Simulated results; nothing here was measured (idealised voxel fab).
Presented below is a process module, voxel capacitor over wiring.
The width of the displayed cross-section, cut, is 170 nm; its cells are square, with a size of 5 nm.
Throughout this document, each cross-section is represented as a grid of square cells and is presented as a sequence of bands enumerated from the top downward, where a band comprises one or more rows of cells. Heights first: top, then bottom, in nm. Then materials, left to right, each with a width in nm. "throughout" on a single material: fills the band edge to edge. "blank": empty space. Measure heights from 0. That's the level where, below it, the as-received wafer is all one material. The lowest band is bottomless and extends downward; write it as in "0 down". Width: "30..40" (first number = top row, second number = bottom row, same change from row to row of cells). What does "no alterations made" mean for a step? It means no cell of the cross-section changed in that step. Closed-off voids of 8+ cells (no open route to the top) go in "Listed closed voids", written width x height at distance from the left edge, in nm. The remark found on a step's line after its settings is issued by the simulator itself and pertains to that step. A step's line can hold "overlay nm"; with a mask on that step, the setting says how far right of the planned place the mask lay, while a negative setting says it lay to the left.
### Set out below are the planned steps of the process
1 RECEIVE [material Si]
2 CONFORMAL_DEP [material SiO2] [thk nm 10]
3 DIRECTIONAL_DEP [material TiN] [thk nm 5]
4 DIRECTIONAL_DEP [material Ru] [thk nm 15]
5 MASKED_ETCH [tone cover] [mask id METAL_1] [width nm 25] [pitch nm 80] [etch materials Ru] [depth nm 15] [overlay nm 0]
6 MASKED_ETCH [tone cover] [mask id METAL_1] [width nm 25] [pitch nm 80] [etch materials TiN] [depth nm 5] [overlay nm 0]
7 CONFORMAL_DEP [material SiCN] [thk nm 5]
8 FILL_DEP [material lowk] [thk nm 10]
9 CMP [height nm 30]
10 CONFORMAL_DEP [material SiCN] [thk nm 5]
11 DIRECTIONAL_DEP [material lowk] [thk nm 15]
12 PATTERN [tone open] [mask id PLUG_1] [material resist] [width nm 15] [thk nm 15] [overlay nm 0]
13 DIRECTIONAL_ETCH [etch materials lowk] [depth nm 15]
14 DIRECTIONAL_ETCH [etch materials SiCN] [depth nm 5]
15 STRIP [etch materials resist]
16 CONFORMAL_DEP [material TiN] [thk nm 5]
17 FILL_DEP [material Ru] [thk nm 5]
18 CMP [height nm 50]
19 DIRECTIONAL_DEP [material TiN] [thk nm 10]
20 DIRECTIONAL_DEP [material SiN] [thk nm 5]
21 DIRECTIONAL_DEP [material TiN] [thk nm 10]
22 PATTERN [tone cover] [mask id UPPER_PLATE] [material resist] [width nm 60] [thk nm 15] [overlay nm 0]
23 DIRECTIONAL_ETCH [etch materials TiN] [depth nm 10]
24 DIRECTIONAL_ETCH [etch materials SiN] [depth nm 5]
25 STRIP [etch materials resist]
26 DIRECTIONAL_DEP [material aC] [thk nm 10]
27 PATTERN [tone cover] [mask id LOWER_PLATE] [material resist] [width nm 70] [thk nm 25] [overlay nm 0]
28 DIRECTIONAL_ETCH [etch materials aC] [depth nm 10]
29 STRIP [etch materials resist]
30 DIRECTIONAL_ETCH [etch materials TiN] [depth nm 10]
31 STRIP [etch materials aC]
32 FILL_DEP [material SiO2] [thk nm 15]
33 CMP [height nm 85]
34 DIRECTIONAL_DEP [material aC] [thk nm 15]
35 PATTERN [tone open] [mask id PLUG_2] [material resist] [width nm 15] [thk nm 30] [overlay nm 0]
36 DIRECTIONAL_ETCH [etch materials aC] [depth nm 15]
37 STRIP [etch materials resist]
38 DIRECTIONAL_ETCH [etch materials SiO2] [depth nm 10]
39 STRIP [etch materials aC]
40 CONFORMAL_DEP [material TiN] [thk nm 5]
41 FILL_DEP [material Ru] [thk nm 10]
42 CMP [height nm 85]
43 CONFORMAL_DEP [material SiCN] [thk nm 5]
### Wafer, first of two, run as planned
### Cross-section of the wafer upon arrival, representing the state reached after step 1
	0 down: Si throughout
	Listed closed voids: none
### So this is the wafer cross-section right after step 2
	10 to 0: SiO2 throughout
	All layers under 0 are left as they were.
### So this is the wafer cross-section right after step 3
	15 to 10: TiN throughout
	All layers under 10 are left as they were.
### So this is the wafer cross-section right after step 4
	30 to 15: Ru throughout
	All layers under 15 are left as they were.
### So this is the wafer cross-section right after step 5
	30 to 15: blank (30) / Ru (25) / blank (55) / Ru (25) / blank (35)
	All layers under 15 are left as they were.
### So this is the wafer cross-section right after step 6
	30 to 15: blank (30) / Ru (25) / blank (55) / Ru (25) / blank (35)
	15 to 10: blank (30) / TiN (25) / blank (55) / TiN (25) / blank (35)
	All layers under 10 are left as they were.
### So this is the wafer cross-section right after step 7
	35 to 30: blank (25) / SiCN (35) / blank (45) / SiCN (35) / blank (30)
	30 to 15: blank (25) / SiCN (5) / Ru (25) / SiCN (5) / blank (45) / SiCN (5) / Ru (25) / SiCN (5) / blank (30)
	15 to 10: SiCN (30) / TiN (25) / SiCN (55) / TiN (25) / SiCN (35)
	All layers under 10 are left as they were.
### So this is the wafer cross-section right after step 8
	45 to 35: lowk throughout
	35 to 30: lowk (25) / SiCN (35) / lowk (45) / SiCN (35) / lowk (30)
	30 to 15: lowk (25) / SiCN (5) / Ru (25) / SiCN (5) / lowk (45) / SiCN (5) / Ru (25) / SiCN (5) / lowk (30)
	All layers under 15 are left as they were.
### So this is the wafer cross-section right after step 9
	30 to 15: lowk (25) / SiCN (5) / Ru (25) / SiCN (5) / lowk (45) / SiCN (5) / Ru (25) / SiCN (5) / lowk (30)
	All layers under 15 are left as they were.
### So this is the wafer cross-section right after step 10
	35 to 30: SiCN throughout
	All layers under 30 are left as they were.
### So this is the wafer cross-section right after step 11
	50 to 35: lowk throughout
	All layers under 35 are left as they were.
### So this is the wafer cross-section right after step 12
	65 to 50: resist (40) / blank (15) / resist (115)
	All layers under 50 are left as they were.
### So this is the wafer cross-section right after step 13
	65 to 50: resist (40) / blank (15) / resist (115)
	50 to 35: lowk (40) / blank (15) / lowk (115)
	All layers under 35 are left as they were.
### So this is the wafer cross-section right after step 14
	65 to 50: resist (40) / blank (15) / resist (115)
	50 to 35: lowk (40) / blank (15) / lowk (115)
	35 to 30: SiCN (40) / blank (15) / SiCN (115)
	All layers under 30 are left as they were.
### So this is the wafer cross-section right after step 15
	50 to 35: lowk (40) / blank (15) / lowk (115)
	All layers under 35 are left as they were.
### So this is the wafer cross-section right after step 16
	55 to 50: TiN (45) / blank (5) / TiN (120)
	50 to 35: lowk (40) / TiN (5) / blank (5) / TiN (5) / lowk (115)
	35 to 30: SiCN (40) / TiN (15) / SiCN (115)
	All layers under 30 are left as they were.
### So this is the wafer cross-section right after step 17
	60 to 55: Ru throughout
	55 to 50: TiN (45) / Ru (5) / TiN (120)
	50 to 35: lowk (40) / TiN (5) / Ru (5) / TiN (5) / lowk (115)
	All layers under 35 are left as they were.
### So this is the wafer cross-section right after step 18
	50 to 35: lowk (40) / TiN (5) / Ru (5) / TiN (5) / lowk (115)
	All layers under 35 are left as they were.
### So this is the wafer cross-section right after step 19
	60 to 50: TiN throughout
	All layers under 50 are left as they were.
### So this is the wafer cross-section right after step 20
	65 to 60: SiN throughout
	All layers under 60 are left as they were.
### So this is the wafer cross-section right after step 21
	75 to 65: TiN throughout
	All layers under 65 are left as they were.
### So this is the wafer cross-section right after step 22
	90 to 75: blank (40) / resist (60) / blank (70)
	All layers under 75 are left as they were.
### So this is the wafer cross-section right after step 23
	90 to 75: blank (40) / resist (60) / blank (70)
	75 to 65: blank (40) / TiN (60) / blank (70)
	All layers under 65 are left as they were.
### So this is the wafer cross-section right after step 24
	90 to 75: blank (40) / resist (60) / blank (70)
	75 to 65: blank (40) / TiN (60) / blank (70)
	65 to 60: blank (40) / SiN (60) / blank (70)
	All layers under 60 are left as they were.
### So this is the wafer cross-section right after step 25
	75 to 65: blank (40) / TiN (60) / blank (70)
	All layers under 65 are left as they were.
### So this is the wafer cross-section right after step 26
	85 to 75: blank (40) / aC (60) / blank (70)
	75 to 70: blank (40) / TiN (60) / blank (70)
	70 to 65: aC (40) / TiN (60) / aC (70)
	65 to 60: aC (40) / SiN (60) / aC (70)
	All layers under 60 are left as they were.
### So this is the wafer cross-section right after step 27
	110 to 85: blank (35) / resist (70) / blank (65)
	85 to 75: blank (35) / resist (5) / aC (60) / resist (5) / blank (65)
	75 to 70: blank (35) / resist (5) / TiN (60) / resist (5) / blank (65)
	All layers under 70 are left as they were.
### So this is the wafer cross-section right after step 28
	100 to 85: blank (35) / resist (70) / blank (65)
	85 to 75: blank (35) / resist (5) / aC (60) / resist (5) / blank (65)
	75 to 70: blank (35) / resist (5) / TiN (60) / resist (5) / blank (65)
	70 to 65: blank (35) / aC (5) / TiN (60) / aC (5) / blank (65)
	65 to 60: blank (35) / aC (5) / SiN (60) / aC (5) / blank (65)
	All layers under 60 are left as they were.
### So this is the wafer cross-section right after step 29
	85 to 75: blank (40) / aC (60) / blank (70)
	75 to 70: blank (40) / TiN (60) / blank (70)
	All layers under 70 are left as they were.
### So this is the wafer cross-section right after step 30
	85 to 75: blank (40) / aC (60) / blank (70)
	75 to 70: blank (40) / TiN (60) / blank (70)
	70 to 65: blank (35) / aC (5) / TiN (60) / aC (5) / blank (65)
	65 to 60: blank (35) / aC (5) / SiN (60) / aC (5) / blank (65)
	60 to 50: blank (35) / TiN (70) / blank (65)
	All layers under 50 are left as they were.
### So this is the wafer cross-section right after step 31
	75 to 65: blank (40) / TiN (60) / blank (70)
	65 to 60: blank (40) / SiN (60) / blank (70)
	All layers under 60 are left as they were.
### So this is the wafer cross-section right after step 32
	90 to 75: SiO2 throughout
	75 to 65: SiO2 (40) / TiN (60) / SiO2 (70)
	65 to 60: SiO2 (40) / SiN (60) / SiO2 (70)
	60 to 50: SiO2 (35) / TiN (70) / SiO2 (65)
	All layers under 50 are left as they were.
### So this is the wafer cross-section right after step 33
	85 to 75: SiO2 throughout
	All layers under 75 are left as they were.
### So this is the wafer cross-section right after step 34
	100 to 85: aC throughout
	All layers under 85 are left as they were.
### So this is the wafer cross-section right after step 35
	130 to 100: resist (50) / blank (15) / resist (105)
	All layers under 100 are left as they were.
### So this is the wafer cross-section right after step 36
	115 to 100: resist (50) / blank (15) / resist (105)
	100 to 85: aC (50) / blank (15) / aC (105)
	All layers under 85 are left as they were.
### So this is the wafer cross-section right after step 37
	100 to 85: aC (50) / blank (15) / aC (105)
	All layers under 85 are left as they were.
### So this is the wafer cross-section right after step 38
	100 to 85: aC (50) / blank (15) / aC (105)
	85 to 75: SiO2 (50) / blank (15) / SiO2 (105)
	All layers under 75 are left as they were.
### So this is the wafer cross-section right after step 39
	85 to 75: SiO2 (50) / blank (15) / SiO2 (105)
	All layers under 75 are left as they were.
### So this is the wafer cross-section right after step 40
	90 to 85: TiN (55) / blank (5) / TiN (110)
	85 to 80: SiO2 (50) / TiN (5) / blank (5) / TiN (5) / SiO2 (105)
	80 to 75: SiO2 (50) / TiN (15) / SiO2 (105)
	All layers under 75 are left as they were.
### So this is the wafer cross-section right after step 41
	100 to 90: Ru throughout
	90 to 85: TiN (55) / Ru (5) / TiN (110)
	85 to 80: SiO2 (50) / TiN (5) / Ru (5) / TiN (5) / SiO2 (105)
	All layers under 80 are left as they were.
### So this is the wafer cross-section right after step 42
	85 to 80: SiO2 (50) / TiN (5) / Ru (5) / TiN (5) / SiO2 (105)
	All layers under 80 are left as they were.
### So this is the wafer cross-section right after step 43
	90 to 85: SiCN throughout
	All layers under 85 are left as they were.
### Notes, second wafer: start = first wafer's, plan = first wafer's, execution had one mistake; history identical to first through step 22
### Second wafer at the planned finish of step 23, seen in cross-section
	90 to 75: blank (40) / resist (60) / blank (70)
	75 to 65: blank (40) / TiN (60) / blank (70)
	All layers under 65 are left as they were.
### Second wafer at the planned finish of step 24, seen in cross-section
	90 to 75: blank (40) / resist (60) / blank (70)
	75 to 65: blank (40) / TiN (60) / blank (70)
	65 to 60: blank (40) / SiN (60) / blank (70)
	All layers under 60 are left as they were.
### Second wafer at the planned finish of step 25, seen in cross-section
	75 to 65: blank (40) / TiN (60) / blank (70)
	All layers under 65 are left as they were.
### Second wafer at the planned finish of step 26, seen in cross-section
	85 to 75: blank (40) / aC (60) / blank (70)
	75 to 70: blank (40) / TiN (60) / blank (70)
	70 to 65: aC (40) / TiN (60) / aC (70)
	65 to 60: aC (40) / SiN (60) / aC (70)
	All layers under 60 are left as they were.
### Second wafer at the planned finish of step 27, seen in cross-section
	110 to 85: blank (35) / resist (70) / blank (65)
	85 to 75: blank (35) / resist (5) / aC (60) / resist (5) / blank (65)
	75 to 70: blank (35) / resist (5) / TiN (60) / resist (5) / blank (65)
	All layers under 70 are left as they were.
### Second wafer at the planned finish of step 28, seen in cross-section
	100 to 85: blank (35) / resist (70) / blank (65)
	85 to 75: blank (35) / resist (5) / aC (60) / resist (5) / blank (65)
	75 to 70: blank (35) / resist (5) / TiN (60) / resist (5) / blank (65)
	70 to 65: blank (35) / aC (5) / TiN (60) / aC (5) / blank (65)
	65 to 60: blank (35) / aC (5) / SiN (60) / aC (5) / blank (65)
	All layers under 60 are left as they were.
### Second wafer at the planned finish of step 29, seen in cross-section
	85 to 75: blank (40) / aC (60) / blank (70)
	75 to 70: blank (40) / TiN (60) / blank (70)
	All layers under 70 are left as they were.
### Second wafer at the planned finish of step 30, seen in cross-section
	85 to 75: blank (40) / aC (60) / blank (70)
	75 to 70: blank (40) / TiN (60) / blank (70)
	70 to 65: blank (35) / aC (5) / TiN (60) / aC (5) / blank (65)
	65 to 60: blank (35) / aC (5) / SiN (60) / aC (5) / blank (65)
	60 to 50: blank (35) / TiN (70) / blank (65)
	All layers under 50 are left as they were.
### Second wafer at the planned finish of step 31, seen in cross-section
	75 to 65: blank (40) / TiN (60) / blank (70)
	65 to 60: blank (40) / SiN (60) / blank (70)
	All layers under 60 are left as they were.
### Second wafer at the planned finish of step 32, seen in cross-section
	90 to 75: SiO2 throughout
	75 to 65: SiO2 (40) / TiN (60) / SiO2 (70)
	65 to 60: SiO2 (40) / SiN (60) / SiO2 (70)
	60 to 50: SiO2 (35) / TiN (70) / SiO2 (65)
	All layers under 50 are left as they were.
### Second wafer at the planned finish of step 33, seen in cross-section
	85 to 75: SiO2 throughout
	All layers under 75 are left as they were.
### Second wafer at the planned finish of step 34, seen in cross-section
	100 to 85: aC throughout
	All layers under 85 are left as they were.
### Second wafer at the planned finish of step 35, seen in cross-section
	130 to 100: resist (50) / blank (15) / resist (105)
	All layers under 100 are left as they were.
### Second wafer at the planned finish of step 36, seen in cross-section
	115 to 100: resist (50) / blank (15) / resist (105)
	100 to 85: aC (50) / blank (15) / aC (105)
	All layers under 85 are left as they were.
### Second wafer at the planned finish of step 37, seen in cross-section
	100 to 85: aC (50) / blank (15) / aC (105)
	All layers under 85 are left as they were.
### Second wafer at the planned finish of step 38, seen in cross-section
	100 to 85: aC (50) / blank (15) / aC (105)
	85 to 75: SiO2 (50) / blank (15) / SiO2 (105)
	All layers under 75 are left as they were.
### Second wafer at the planned finish of step 39, seen in cross-section
	85 to 75: SiO2 (50) / blank (15) / SiO2 (105)
	All layers under 75 are left as they were.
### Second wafer at the planned finish of step 40, seen in cross-section
	90 to 85: TiN (55) / blank (5) / TiN (110)
	85 to 80: SiO2 (50) / TiN (5) / blank (5) / TiN (5) / SiO2 (105)
	80 to 75: SiO2 (50) / TiN (15) / SiO2 (105)
	All layers under 75 are left as they were.
### Second wafer at the planned finish of step 41, seen in cross-section
	100 to 90: Ru throughout
	90 to 85: TiN (55) / Ru (5) / TiN (110)
	85 to 80: SiO2 (50) / TiN (5) / Ru (5) / TiN (5) / SiO2 (105)
	All layers under 80 are left as they were.
### Second wafer at the planned finish of step 42, seen in cross-section
	85 to 80: SiO2 (50) / TiN (5) / Ru (5) / TiN (5) / SiO2 (105)
	All layers under 80 are left as they were.
### Second wafer at the planned finish of step 43, seen in cross-section
	90 to 85: SiCN throughout
	All layers under 85 are left as they were.
In executing the process, a mistake was made relative to the plan: in the plan, step 23 was performed twice
The two wafers finish with the same cross-section, and therefore the mistake leaves the computed outcome of this model unchanged.
